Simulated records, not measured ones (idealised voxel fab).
process module | voxel capacitor over wiring
cross-section cut | 190 nm wide | cells 5 nm
A cross-section is a grid of square cells, given in bands from the top down. A band is one or more rows of cells.
Each band's line starts with the height of the band's top and of its bottom, in nm. Then come its materials from left to right, each with its width in nm. One material with "throughout" fills the band from edge to edge. "air" is empty space.
Height 0 is the level under which the wafer as received is all one material. The lowest band goes on downwards, as in "0 down".
A width such as "30 to 40" changes by the same amount from each row of cells to the next, from the band's top row to its bottom row.
"no change" after a step means that no cell of the cross-section changed.
closed voids: empty space of 8 cells or more with no open way to the top, each as width x height at its distance from the left edge, in nm
after a step's settings: what the simulator itself notes on the step
overlay nm, on a step with a mask: how far to the right of its planned place the mask lay; to the left if negative
plan
1 op RECEIVE | material Si
2 op CONFORMAL_DEP | material SiO2 | thk nm 15
3 op CONFORMAL_DEP | material SiCN | thk nm 5
4 op DIRECTIONAL_DEP | material lowk | thk nm 25
5 op PATTERN | tone open | mask id METAL_1 | material resist | width nm 25 | pitch nm 75 | thk nm 20 | overlay nm 0
6 op DIRECTIONAL_ETCH | etch materials lowk | depth nm 25
7 op DIRECTIONAL_ETCH | etch materials SiCN | depth nm 5
8 op STRIP | etch materials resist
9 op CONFORMAL_DEP | material TiN | thk nm 5
10 op FILL_DEP | material Ru | thk nm 10
11 op CMP | height nm 45
12 op CONFORMAL_DEP | material SiCN | thk nm 5
13 op DIRECTIONAL_DEP | material lowk | thk nm 15
14 op PATTERN | tone open | mask id PLUG_1 | material resist | width nm 15 | thk nm 15 | overlay nm 0
15 op DIRECTIONAL_ETCH | etch materials lowk | depth nm 15
16 op DIRECTIONAL_ETCH | etch materials SiCN | depth nm 5
17 op STRIP | etch materials resist
18 op EPI | material Ru | thk nm 10
19 op EPI | material Ru | thk nm 10
20 op DIRECTIONAL_DEP | material TiN | thk nm 10
21 op DIRECTIONAL_DEP | material Al2O3 | thk nm 5
22 op DIRECTIONAL_DEP | material TiN | thk nm 10
23 op PATTERN | tone cover | mask id UPPER_PLATE | material resist | width nm 55 | thk nm 20 | overlay nm 0
24 op DIRECTIONAL_ETCH | etch materials TiN | depth nm 10
25 op DIRECTIONAL_ETCH | etch materials Al2O3 | depth nm 5
26 op STRIP | etch materials resist
27 op MASKED_ETCH | tone cover | mask id LOWER_PLATE | width nm 65 | etch materials TiN | depth nm 10 | overlay nm 0
28 op FILL_DEP | material SiO2 | thk nm 15
29 op CMP | height nm 100
30 op MASKED_ETCH | tone open | mask id PLUG_2 | width nm 15 | etch materials SiO2 | depth nm 10 | overlay nm 0
31 op CONFORMAL_DEP | material TiN | thk nm 5
32 op FILL_DEP | material W | thk nm 5
33 op CMP | height nm 100
34 op CONFORMAL_DEP | material SiN | thk nm 5
as received, after step 1
  0 down: Si throughout
  closed voids: none
a wafer at the end: this start, this plan, one mistake
  105 to 100: SiN throughout
  100 to 95: SiO2 65 | TiN 5 | W 5 | TiN 5 | SiO2 110
  95 to 90: SiO2 65 | TiN 15 | SiO2 110
  90 to 80: SiO2 55 | TiN 55 | SiO2 80
  80 to 70: SiO2 50 | TiN 65 | SiO2 75
  70 to 65: Al2O3 throughout
  65 to 50: lowk 55 | Ru 15 | lowk 120
  50 to 45: SiCN 55 | Ru 15 | SiCN 120
  45 to 20: lowk 45 | TiN 5 | Ru 15 | TiN 5 | lowk 50 | TiN 5 | Ru 15 | TiN 5 | lowk 45
  20 to 15: SiCN 45 | TiN 25 | SiCN 50 | TiN 25 | SiCN 45
  15 to 0: SiO2 throughout
  0 down: Si throughout
  closed voids: none
what went wrong: steps 20 and 21 were swapped
